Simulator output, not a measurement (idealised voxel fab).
Documented hereafter: the process module known as voxel local oxidation.
This is section cut - it's 245 nm across, gridded in 5 nm square cells.
Cross-section = grid of square cells, listed top down in bands; band = one or more rows.
Heights first: top, then bottom, in nm. Then materials, left to right, each with a width in nm. "throughout" on a single material: fills the band edge to edge. "blank": empty space.
We count height from 0. Below that, the starting wafer is all one material. The lowest band never ends at the bottom but goes on down; see "0..down" for how that is written.
When a width is written as two numbers, as in "30 to 40", the first number is the width in the top row of cells of the band and the second is the width in its bottom row, and the width changes by the same amount from each row to the next.
Take "no modification" at face value: in the step it is given for, the cross-section changed in none of its cells.
The entry titled "Sealed internal cavities" provides the empty spaces that have no open way to the top, restricted to those of 8 cells or more. Each is presented as width x height at distance, the distance being measured from the left edge, with all three in nm.
Whatever follows a step's settings on its line is a remark the simulator itself makes about that step.
overlay nm: on a step with a mask, how far right of its planned place the mask lay; negative means left.
### Steps planned for the process
1 RECEIVE with material Si
2 OXIDIZE with depth nm 5
3 CONFORMAL_DEP with material SiN, thk nm 15
4 DIRECTIONAL_DEP with material aC, thk nm 15
5 PATTERN with tone cover, mask id ACTIVE, material resist, width nm 105, thk nm 30, overlay nm 0
6 DIRECTIONAL_ETCH with etch materials aC, depth nm 15
7 STRIP with etch materials resist
8 DIRECTIONAL_ETCH with etch materials SiN, depth nm 15
9 STRIP with etch materials aC
10 SELECTIVE_ETCH with etch materials SiO2, depth nm 5
11 OXIDIZE with depth nm 15
12 STRIP with etch materials SiN
### Concerning the first of two wafers, which was run in accordance with the plan
### So this is the incoming wafer in cross-section - it's already been through step 1
- 0..down | Si throughout
- Sealed internal cavities: none
### After step 2: wafer cross-section
- 0..-5 | SiO2 throughout
- Unchanged below -5.
### After step 3: wafer cross-section
- 15..0 | SiN throughout
- Unchanged below 0.
### After step 4: wafer cross-section
- 30..15 | aC throughout
- Unchanged below 15.
### After step 5: wafer cross-section
- 60..30 | 70 blank; 105 resist; 70 blank
- Unchanged below 30.
### After step 6: wafer cross-section
- 45..30 | 70 blank; 105 resist; 70 blank
- 30..15 | 70 blank; 105 aC; 70 blank
- Unchanged below 15.
### After step 7: wafer cross-section
- 30..15 | 70 blank; 105 aC; 70 blank
- Unchanged below 15.
### After step 8: wafer cross-section
- 30..15 | 70 blank; 105 aC; 70 blank
- 15..0 | 70 blank; 105 SiN; 70 blank
- Unchanged below 0.
### After step 9: wafer cross-section
- 15..0 | 70 blank; 105 SiN; 70 blank
- Unchanged below 0.
### After step 10: wafer cross-section
- 15..0 | 70 blank; 105 SiN; 70 blank
- 0..-5 | 75 blank; 95 SiO2; 75 blank
- Unchanged below -5.
### After step 11: wafer cross-section
- 15..0 | 70 blank; 105 SiN; 70 blank
- 0..-5 | 75 blank; 95 SiO2; 75 blank
- -5..-20 | 90 SiO2; 65 Si; 90 SiO2
- Unchanged below -20.
### After step 12: wafer cross-section
- 0..-5 | 75 blank; 95 SiO2; 75 blank
- Unchanged below -5.
### Now the other wafer: same start, same recipe, but we messed up one thing when running it. Up to and including step 8 it's the same as the first one
### Cross-section, second wafer, at the end time the plan gives for step 9
- 30..15 | 70 blank; 105 aC; 70 blank
- 15..0 | 70 blank; 105 SiN; 70 blank
- 0..-5 | 75 blank; 95 SiO2; 75 blank
- Unchanged below -5.
### Cross-section, second wafer, at the end time the plan gives for step 10
- 15..0 | 70 blank; 105 SiN; 70 blank
- Unchanged below 0.
### Cross-section, second wafer, at the end time the plan gives for step 11
- 15..0 | 70 blank; 105 SiN; 70 blank
- 0..-5 | 75 blank; 95 SiO2; 75 blank
- -5..-20 | 90 SiO2; 65 Si; 90 SiO2
- Unchanged below -20.
### Cross-section, second wafer, at the end time the plan gives for step 12
- 0..-5 | 75 blank; 95 SiO2; 75 blank
- Unchanged below -5.
Diagnosis: steps 9 and 10: order swapped relative to plan
Result: same final cross-section on the two wafers, so no effect from the mistake in this model.
